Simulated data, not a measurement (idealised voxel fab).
Title: Process Module voxel released beams
Each square cell in cross-section cut measures 5 nm, and the section as a whole is 230 nm wide.
The cross-sections in this document take the form of a grid made of square cells. They are written out as bands, in order from top to bottom. Each band consists of one or more rows of cells. Top, bottom (nm), then materials left to right with widths (nm); lone material tagged "everywhere" fills the whole band edge to edge; "empty" = empty space. Heights are expressed relative to 0, this being the level below which the as-received wafer comprises one material exclusively. The lowest band is unbounded in the downward direction and is denoted as in "z 0 and below". A two-number width, for instance "30..40", indicates that the width is equal to the first number in the top row of the band and to the second number in the bottom row, and that it changes by a constant amount per row of cells. Basically "no change" means that step didn't change any cell in the cross-section. In "Sealed void inventory" the enclosed voids are listed, meaning empty spaces of 8 cells or larger without any opening to the top. The form is width x height at distance, distance from the left edge, units nm. after a step's settings: what the simulator itself notes on the step. What "overlay nm" on a step's line means: if the step has a mask, that mask lay this far to the right of its planned place, or, when the value is negative, to the left.

THESE ARE THE STEPS WE PLANNED FOR THE PROCESS
1 RECEIVE with material Si
2 CONFORMAL_DEP with material SiN, thk nm 5
3 DIRECTIONAL_DEP with material SiO2, thk nm 10
4 DIRECTIONAL_DEP with material aC, thk nm 10
5 PATTERN with tone open, mask id ANCHOR, material resist, width nm 45, thk nm 30, overlay nm 0
6 DIRECTIONAL_ETCH with etch materials aC, depth nm 10
7 STRIP with etch materials resist
8 DIRECTIONAL_ETCH with etch materials SiO2, depth nm 10
9 STRIP with etch materials aC
10 CONFORMAL_DEP with material TiN, thk nm 15
11 PATTERN with tone cover, mask id BEAM, material resist, width nm 120, thk nm 15, overlay nm 0
12 DIRECTIONAL_ETCH with etch materials TiN, depth nm 15
13 STRIP with etch materials resist
14 STRIP with etch materials SiO2
It is noted that the wafers described herein are identical at the outset and are distinguished by the thk nm of step 2; the value stated in the plan corresponds to the first wafer.

INCOMING STATE OF THE FIRST OF SEVERAL WAFERS IN CROSS-SECTION: AFTER STEP 1
- z 0 and below | Si everywhere
- Sealed void inventory: none

EACH ROW BELOW IS A WAFER AT THE END OF THE MODULE, LISTING FOR EVERY MATERIAL THE NUMBER OF CELLS IT HAS GAINED (+) OR LOST (-) SINCE IT WAS RECEIVED, FOLLOWED BY ITS CLOSED VOIDS
thk nm 5, +46 SiN, +84 TiN, Sealed void inventory: none
thk nm 10, +92 SiN, +84 TiN, Sealed void inventory: none
thk nm 15, +138 SiN, +84 TiN, Sealed void inventory: none
thk nm 20, +184 SiN, +84 TiN, Sealed void inventory: none
